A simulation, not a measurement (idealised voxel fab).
voxel self aligned vias: a process module
Shown is cross-section cut, with a width of 190 nm and square cells of size 5 nm.
A cross-section is written here as square cells arranged in a grid, and it is given in bands from the top down, each band taking up one or more rows of cells.
Per band: top height and bottom height in nm, followed by the left-to-right materials and their widths in nm; "throughout" marks a single material spanning edge to edge, "empty" marks empty space.
The level at which height equals 0 is the one under which the wafer, as it arrives, is entirely one material. No lower edge exists for the bottom band, which continues downward and is notated as in "0 and below".
It should be noted that a width expressed as "30->40" varies in equal increments from row to row of cells within the band, taking the value of the first number at the top row and that of the second number at the bottom row.
"remained unchanged", as given for a step, is the statement that not any cell of the cross-section underwent a change during that step.
Listed in "Cavities, sealed": every empty space of 8 or more cells without an open way to the top. Form: width x height at distance, the distance being from the left edge, all in nm.
Note: text after step settings on the step line = simulator remark on that step.
Steps that use a mask can have "overlay nm" on their line. It says how far the mask sat to the right of where it was meant to be. Negative means to the left.
-- Below is the list of planned process steps
step 1: RECEIVE: material Si
step 2: CONFORMAL_DEP: material SiO2, thk nm 10
step 3: CONFORMAL_DEP: material SiCN, thk nm 5
step 4: DIRECTIONAL_DEP: material lowk, thk nm 20
step 5: PATTERN: tone open, mask id LINES, material resist, width nm 20, pitch nm 55, thk nm 20, overlay nm 0
step 6: DIRECTIONAL_ETCH: etch materials lowk, depth nm 20
step 7: STRIP: etch materials resist
step 8: CONFORMAL_DEP: material TiN, thk nm 5
step 9: FILL_DEP: material W, thk nm 10
step 10: CMP: height nm 35
step 11: SELECTIVE_ETCH: etch materials W Ru TiN, depth nm 10
step 12: FILL_DEP: material SiN, thk nm 10
step 13: CMP: height nm 35
step 14: DIRECTIONAL_DEP: material lowk, thk nm 15
step 15: DIRECTIONAL_DEP: material aC, thk nm 15
step 16: PATTERN: tone open, mask id VIAS, material resist, width nm 30, pitch nm 55, thk nm 30, overlay nm 0
step 17: DIRECTIONAL_ETCH: etch materials aC, depth nm 15
step 18: STRIP: etch materials resist
step 19: DIRECTIONAL_ETCH: etch materials lowk, depth nm 15
step 20: DIRECTIONAL_ETCH: etch materials SiN, depth nm 10
step 21: STRIP: etch materials aC
step 22: CONFORMAL_DEP: material TiN, thk nm 5
step 23: FILL_DEP: material W, thk nm 10
step 24: CMP: height nm 50
step 25: CONFORMAL_DEP: material SiCN, thk nm 5
-- Step 1 complete: cross-section of the wafer as received
* 0 and below: Si throughout
* Cavities, sealed: none
-- Module complete, cross-section. Starting point and plan per above. One mistake made in running the module
* 55 down to 50: SiCN throughout
* 50 down to 35: 25 lowk; 5 TiN; 20 W; 5 TiN; 25 lowk; 5 TiN; 20 W; 5 TiN; 25 lowk; 5 TiN; 20 W; 5 TiN; 25 lowk
* 35 down to 30: 25 SiN; 10 TiN; 10 W; 10 TiN; 25 SiN; 10 TiN; 10 W; 10 TiN; 25 SiN; 10 TiN; 10 W; 10 TiN; 25 SiN
* 30 down to 25: 30 lowk; 20 TiN; 35 lowk; 20 TiN; 35 lowk; 20 TiN; 30 lowk
* 25 down to 20: 30 lowk; 20 SiN; 35 lowk; 20 SiN; 35 lowk; 20 SiN; 30 lowk
* 20 down to 15: 30 lowk; 20 TiN; 35 lowk; 20 TiN; 35 lowk; 20 TiN; 30 lowk
* 15 down to 10: SiCN throughout
* 10 down to 0: SiO2 throughout
* 0 and below: Si throughout
* Cavities, sealed: none
Where did the run depart from the plan? step 10 was run on a setting that differed from the plan, and what really ran there is CMP: height nm 30
